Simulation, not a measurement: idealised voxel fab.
Presented below is a process module, voxel released beams.
Pictured: cross-section cut, 210 nm wide, on a grid of 5 nm square cells.
Just so we're on the same page, the cross-sections are grids of square cells, and they're listed out in bands top to bottom, each band one or more rows deep. It is stipulated that each band's entry specify, in nanometres, the height of the top of the band and then that of its bottom, followed by the materials of the band in left-to-right sequence, each together with its width in nanometres. A single material marked by the word "all across" is understood to fill the band from edge to edge; the word "empty" is understood to denote empty space. All heights in this document are referenced to 0, defined as the level beneath which the wafer, as received, consists entirely of one material. The lowest band is not bounded below; it extends indefinitely downward and is written in the form "z 0 and below". With a width like "30..40", each row of cells in the band differs from the next by the same amount, the top row carrying the first number and the bottom row the second. A step reported as "nothing was modified" is a step in which no cell of the cross-section changed. Empty spaces counting at least 8 cells and having no open way to the top are listed in "Fully enclosed voids". The notation width x height at distance is used for each, the distance being from the left edge and all three values in nm. Text after the settings on a step's line: the simulator's own remark on that step. overlay nm: for a step with a mask, the amount by which the mask lay right of where it was planned; a negative amount means left of it.
Below is the list of planned process steps:
1 RECEIVE with material Si
2 CONFORMAL_DEP with material SiN, thk nm 5
3 DIRECTIONAL_DEP with material SiO2, thk nm 10
4 DIRECTIONAL_DEP with material aC, thk nm 15
5 PATTERN with tone open, mask id ANCHOR, material resist, width nm 35, thk nm 35, overlay nm 0
6 DIRECTIONAL_ETCH with etch materials aC, depth nm 15
7 STRIP with etch materials resist
8 DIRECTIONAL_ETCH with etch materials SiO2, depth nm 10
9 STRIP with etch materials aC
10 CONFORMAL_DEP with material W, thk nm 15
11 DIRECTIONAL_DEP with material aC, thk nm 15
12 PATTERN with tone cover, mask id BEAM, material resist, width nm 120, thk nm 30, overlay nm 0
13 DIRECTIONAL_ETCH with etch materials aC, depth nm 15
14 STRIP with etch materials resist
15 DIRECTIONAL_ETCH with etch materials W, depth nm 15
16 STRIP with etch materials aC
17 STRIP with etch materials SiO2
As-received state of the wafer in cross-section, equivalent to post-step 1:
- z 0 and below  Si all across
- Fully enclosed voids: none
Cross-section, first of two wafers, end of module, run as planned:
- z 30 to 20  empty: 40 | W: 20 | empty: 5 | W: 95 | empty: 50
- z 20 to 15  empty: 40 | W: 120 | empty: 50
- z 15 to 5  empty: 45 | W: 35 | empty: 130
- z 5 to 0  SiN all across
- z 0 and below  Si all across
- Fully enclosed voids: none
End of module, second wafer, cross-section. Started like the first, planned like the first, run with one mistake:
- z 30 to 15  empty: 40 | W: 120 | empty: 50
- z 15 to 5  empty: 50 | W: 25 | empty: 135
- z 5 to 0  SiN all across
- z 0 and below  Si all across
- Fully enclosed voids: none
Nonconformance to the process plan: so step 5 ended up running with a different setting than we planned, it ran as PATTERN with tone open, mask id ANCHOR, material resist, width nm 25, thk nm 35, overlay nm 0
Count the cells at the end and the second wafer has more or fewer of some materials than the first: W -2
